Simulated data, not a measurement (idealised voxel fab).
process module | voxel wiring stack
cross-section cut | 195 nm wide | cells 5 nm
A cross-section is a grid of square cells, given in bands from the top down. A band is one or more rows of cells.
Each band's line starts with the height of the band's top and of its bottom, in nm. Then come its materials from left to right, each with its width in nm. One material with "throughout" fills the band from edge to edge. "air" is empty space.
Height 0 is the level under which the wafer as received is all one material. The lowest band goes on downwards, as in "0 down".
A width such as "30 to 40" changes by the same amount from each row of cells to the next, from the band's top row to its bottom row.
"no change" after a step means that no cell of the cross-section changed.
closed voids: empty space of 8 cells or more with no open way to the top, each as width x height at its distance from the left edge, in nm
after a step's settings: what the simulator itself notes on the step
overlay nm, on a step with a mask: how far to the right of its planned place the mask lay; to the left if negative
plan
1 op RECEIVE | material Si
2 op CONFORMAL_DEP | material SiO2 | thk nm 15
3 op DIRECTIONAL_DEP | material TiN | thk nm 5
4 op DIRECTIONAL_DEP | material Ru | thk nm 15
5 op PATTERN | tone cover | mask id METAL_1 | material resist | width nm 30 | pitch nm 45 | thk nm 20 | overlay nm 0
6 op DIRECTIONAL_ETCH | etch materials Ru | depth nm 15
7 op DIRECTIONAL_ETCH | etch materials TiN | depth nm 5
8 op STRIP | etch materials resist
9 op CONFORMAL_DEP | material SiCN | thk nm 5
10 op FILL_DEP | material SiO2 | thk nm 5
11 op CMP | height nm 35
12 op CONFORMAL_DEP | material SiCN | thk nm 5
13 op DIRECTIONAL_DEP | material SiO2 | thk nm 20
14 op PATTERN | tone open | mask id PLUG_1 | material resist | width nm 15 | pitch nm 90 | thk nm 15 | overlay nm 0
15 op DIRECTIONAL_ETCH | etch materials SiO2 | depth nm 20
16 op DIRECTIONAL_ETCH | etch materials SiCN | depth nm 5
17 op STRIP | etch materials resist
18 op EPI | material Ru | thk nm 10
19 op EPI | material Ru | thk nm 10
20 op EPI | material Ru | thk nm 5
21 op DIRECTIONAL_DEP | material TiN | thk nm 5
22 op DIRECTIONAL_DEP | material Ru | thk nm 20
23 op MASKED_ETCH | tone cover | mask id METAL_2 | width nm 30 | pitch nm 45 | etch materials Ru | depth nm 20 | overlay nm 0
24 op MASKED_ETCH | tone cover | mask id METAL_2 | width nm 30 | pitch nm 45 | etch materials TiN | depth nm 5 | overlay nm 0
25 op FILL_DEP | material SiO2 | thk nm 10
26 op CMP | height nm 85
27 op CONFORMAL_DEP | material SiN | thk nm 5
as received, after step 1
  0 down: Si throughout
  closed voids: none
a wafer at the end: this start, this plan, one mistake
  90 to 85: SiN throughout
  85 to 65: SiO2 15 | Ru 30 | SiO2 15 | Ru 30 | SiO2 15 | Ru 30 | SiO2 15 | Ru 30 | SiO2 15
  65 to 60: SiO2 15 | TiN 30 | SiO2 15 | TiN 30 | SiO2 15 | TiN 30 | SiO2 15 | TiN 30 | SiO2 15
  60 to 40: SiO2 15 | Ru 15 | SiO2 75 | Ru 15 | SiO2 75
  40 to 35: SiCN 15 | Ru 15 | SiCN 75 | Ru 15 | SiCN 75
  35 to 30: SiCN 15 | TiN 30 | SiCN 15 | TiN 30 | SiCN 15 | TiN 30 | SiCN 15 | TiN 30 | SiCN 15
  30 to 0: SiO2 throughout
  0 down: Si throughout
  closed voids: none
what went wrong: step 2 was run twice
